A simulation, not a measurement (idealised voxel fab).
Presented below is a process module, voxel transistor to metal.
For reference, the cross-section in this document is cut, with width 270 nm and square cells of 5 nm.
Cross-section, as written here: a square-cell grid given band by band from the top down, where a band holds one or more rows of cells. Read a band's entry like this: the first values are the height of its top and the height of its bottom in nm, and what follows is the sequence of materials from left to right, each with its width in nm. Note that "air" is empty space, and that a single material marked "everywhere" reaches across the band from edge to edge. The reference from which all heights are counted is 0, the level beneath which the as-received wafer is entirely one material; the lowest band, having no lower bound, proceeds downward and is written after the example "0..down". Quick explanation for "30..40": the width changes in equal steps down the rows of cells, from the first number in the band's top row to the second number in its bottom row. "nothing changed" -> step changed no cross-section cell. You'll see "closed voids" listing empty spaces that have no way open to the top, as long as they're 8 cells or more; the notation is width x height at distance, where the distance is from the left edge, and all of it is in nm. Past the settings on a step's line: simulator remark, on that step. Among the settings permitted on a step's line is "overlay nm"; applied to a step with a mask, it specifies the extent to which the mask lay to the right of its planned position, whereas a negative figure signifies a position to the left.
-- Listed below are the process steps as planned
1 RECEIVE (material Si)
2 CONFORMAL_DEP (material SiO2; thk nm 5)
3 CONFORMAL_DEP (material SiN; thk nm 15)
4 DIRECTIONAL_DEP (material aC; thk nm 15)
5 PATTERN (tone cover; mask id ACTIVE; material resist; width nm 105; pitch nm 135; thk nm 30; overlay nm 0)
6 DIRECTIONAL_ETCH (etch materials aC; depth nm 15)
7 STRIP (etch materials resist)
8 DIRECTIONAL_ETCH (etch materials SiN; depth nm 15)
9 DIRECTIONAL_ETCH (etch materials SiO2; depth nm 5)
10 DIRECTIONAL_ETCH (etch materials Si; depth nm 25)
11 STRIP (etch materials aC)
12 OXIDIZE (depth nm 5)
13 FILL_DEP (material SiO2; thk nm 5)
14 CMP (height nm 20)
15 SELECTIVE_ETCH (etch materials SiO2; depth nm 5)
16 STRIP (etch materials SiN)
17 SELECTIVE_ETCH (etch materials SiO2; depth nm 5)
18 OXIDIZE (depth nm 5)
19 DIRECTIONAL_DEP (material polySi; thk nm 20)
20 DIRECTIONAL_DEP (material SiCN; thk nm 10)
21 MASKED_ETCH (tone cover; mask id GATE; width nm 25; pitch nm 135; etch materials SiCN; depth nm 20; overlay nm 0)
22 MASKED_ETCH (tone cover; mask id GATE; width nm 25; pitch nm 135; etch materials polySi; depth nm 30; overlay nm 0)
23 CONFORMAL_DEP (material SiN; thk nm 5)
24 DIRECTIONAL_ETCH (etch materials SiN; depth nm 5)
25 DIRECTIONAL_ETCH (etch materials SiO2; depth nm 5)
26 DIRECTIONAL_ETCH (etch materials Si; depth nm 10)
27 EPI (material pSi; thk nm 15)
28 FILL_DEP (material SiO2; thk nm 10)
29 CMP (height nm 30)
30 DIRECTIONAL_DEP (material SiO2; thk nm 10)
31 PATTERN (tone open; mask id CONTACT; material resist; width nm 25; thk nm 20; overlay nm 0)
32 DIRECTIONAL_ETCH (etch materials SiO2; depth nm 40)
33 STRIP (etch materials resist)
34 CONFORMAL_DEP (material TiN; thk nm 5)
35 FILL_DEP (material Ru; thk nm 5)
36 CMP (height nm 40)
37 CONFORMAL_DEP (material SiN; thk nm 5)
38 DIRECTIONAL_DEP (material lowk; thk nm 25)
39 PATTERN (tone open; mask id METAL_1; material resist; width nm 15; thk nm 20; overlay nm 0)
40 DIRECTIONAL_ETCH (etch materials lowk; depth nm 25)
41 DIRECTIONAL_ETCH (etch materials SiN; depth nm 5)
42 STRIP (etch materials resist)
43 CONFORMAL_DEP (material TiN; thk nm 5)
44 FILL_DEP (material Ru; thk nm 5)
45 CMP (height nm 70)
46 CONFORMAL_DEP (material SiCN; thk nm 5)
-- As-received state of the wafer in cross-section, equivalent to post-step 1
> 0..down  Si everywhere
> closed voids: none
-- Cross-section taken at module completion on the first of two wafers; processed per the plan
> 75..70  SiCN everywhere
> 70..45  25 nm lowk  5 nm TiN  5 nm Ru  5 nm TiN  55 nm lowk  5 nm TiN  5 nm Ru  5 nm TiN  50 nm lowk  5 nm TiN  5 nm Ru  5 nm TiN  55 nm lowk  5 nm TiN  5 nm Ru  5 nm TiN  25 nm lowk
> 45..40  25 nm SiN  15 nm TiN  55 nm SiN  15 nm TiN  50 nm SiN  15 nm TiN  55 nm SiN  15 nm TiN  25 nm SiN
> 40..30  25 nm SiO2  5 nm TiN  15 nm Ru  5 nm TiN  35 nm SiO2  5 nm TiN  15 nm Ru  5 nm TiN  50 nm SiO2  5 nm TiN  15 nm Ru  5 nm TiN  35 nm SiO2  5 nm TiN  15 nm Ru  5 nm TiN  25 nm SiO2
> 30..20  25 nm SiO2  5 nm TiN  15 nm Ru  5 nm TiN  5 nm SiN  25 nm SiCN  5 nm SiN  5 nm TiN  15 nm Ru  5 nm TiN  50 nm SiO2  5 nm TiN  15 nm Ru  5 nm TiN  5 nm SiN  25 nm SiCN  5 nm SiN  5 nm TiN  15 nm Ru  5 nm TiN  25 nm SiO2
> 20..15  25 nm SiO2  5 nm TiN  15 nm Ru  5 nm TiN  5 nm SiN  25 nm polySi  5 nm SiN  5 nm TiN  15 nm Ru  5 nm TiN  50 nm SiO2  5 nm TiN  15 nm Ru  5 nm TiN  5 nm SiN  25 nm polySi  5 nm SiN  5 nm TiN  15 nm Ru  5 nm TiN  25 nm SiO2
> 15..10  25 nm SiO2  25 nm TiN  5 nm SiN  25 nm polySi  5 nm SiN  25 nm TiN  50 nm SiO2  25 nm TiN  5 nm SiN  25 nm polySi  5 nm SiN  25 nm TiN  25 nm SiO2
> 10..0  10 nm SiO2  5 nm SiN  10 nm SiO2  10 nm TiN  15 nm pSi  5 nm SiN  25 nm polySi  5 nm SiN  15 nm pSi  10 nm TiN  10 nm SiO2  5 nm SiN  20 nm SiO2  5 nm SiN  10 nm SiO2  10 nm TiN  15 nm pSi  5 nm SiN  25 nm polySi  5 nm SiN  15 nm pSi  10 nm TiN  10 nm SiO2  5 nm SiN  10 nm SiO2
> 0..-5  15 nm SiO2  35 nm pSi  35 nm SiO2  35 nm pSi  30 nm SiO2  35 nm pSi  35 nm SiO2  35 nm pSi  15 nm SiO2
> -5..-15  20 nm SiO2  30 nm pSi  35 nm Si  30 nm pSi  40 nm SiO2  30 nm pSi  35 nm Si  30 nm pSi  20 nm SiO2
> -15..-30  20 nm SiO2  95 nm Si  40 nm SiO2  95 nm Si  20 nm SiO2
> -30..down  Si everywhere
> closed voids: none
-- Second wafer of the two, sectioned at the end of the module. It began like the first and followed the same plan, but one mistake was made while running it
> 75..70  SiCN everywhere
> 70..45  25 nm lowk  5 nm TiN  5 nm Ru  5 nm TiN  55 nm lowk  5 nm TiN  5 nm Ru  5 nm TiN  50 nm lowk  5 nm TiN  5 nm Ru  5 nm TiN  55 nm lowk  5 nm TiN  5 nm Ru  5 nm TiN  25 nm lowk
> 45..40  25 nm SiN  15 nm TiN  55 nm SiN  15 nm TiN  50 nm SiN  15 nm TiN  55 nm SiN  15 nm TiN  25 nm SiN
> 40..30  25 nm SiO2  5 nm TiN  15 nm Ru  5 nm TiN  35 nm SiO2  5 nm TiN  15 nm Ru  5 nm TiN  50 nm SiO2  5 nm TiN  15 nm Ru  5 nm TiN  35 nm SiO2  5 nm TiN  15 nm Ru  5 nm TiN  25 nm SiO2
> 30..20  25 nm SiO2  5 nm TiN  15 nm Ru  5 nm TiN  5 nm SiN  25 nm SiCN  5 nm SiN  5 nm TiN  15 nm Ru  5 nm TiN  50 nm SiO2  5 nm TiN  15 nm Ru  5 nm TiN  5 nm SiN  25 nm SiCN  5 nm SiN  5 nm TiN  15 nm Ru  5 nm TiN  25 nm SiO2
> 20..15  25 nm SiO2  5 nm TiN  15 nm Ru  5 nm TiN  5 nm SiN  25 nm polySi  5 nm SiN  5 nm TiN  15 nm Ru  5 nm TiN  50 nm SiO2  5 nm TiN  15 nm Ru  5 nm TiN  5 nm SiN  25 nm polySi  5 nm SiN  5 nm TiN  15 nm Ru  5 nm TiN  25 nm SiO2
> 15..10  25 nm SiO2  25 nm TiN  5 nm SiN  25 nm polySi  5 nm SiN  25 nm TiN  50 nm SiO2  25 nm TiN  5 nm SiN  25 nm polySi  5 nm SiN  25 nm TiN  25 nm SiO2
> 10..0  10 nm SiO2  5 nm SiN  10 nm SiO2  10 nm TiN  15 nm pSi  5 nm SiN  25 nm polySi  5 nm SiN  15 nm pSi  10 nm TiN  10 nm SiO2  5 nm SiN  20 nm SiO2  5 nm SiN  10 nm SiO2  10 nm TiN  15 nm pSi  5 nm SiN  25 nm polySi  5 nm SiN  15 nm pSi  10 nm TiN  10 nm SiO2  5 nm SiN  10 nm SiO2
> 0..-5  25 nm SiO2  25 nm pSi  35 nm SiO2  25 nm pSi  50 nm SiO2  25 nm pSi  35 nm SiO2  25 nm pSi  25 nm SiO2
> -5..-15  30 nm SiO2  20 nm pSi  35 nm Si  20 nm pSi  60 nm SiO2  20 nm pSi  35 nm Si  20 nm pSi  30 nm SiO2
> -15..-40  30 nm SiO2  75 nm Si  60 nm SiO2  75 nm Si  30 nm SiO2
> -40..down  Si everywhere
> closed voids: none
Where did the run depart from the plan? step 12 was processed under conditions differing from the plan, specifically as OXIDIZE (depth nm 15)
The final cell counts differ between the wafers, with the second having more or fewer of some materials than the first: Si -72, SiO2 +96, pSi -24
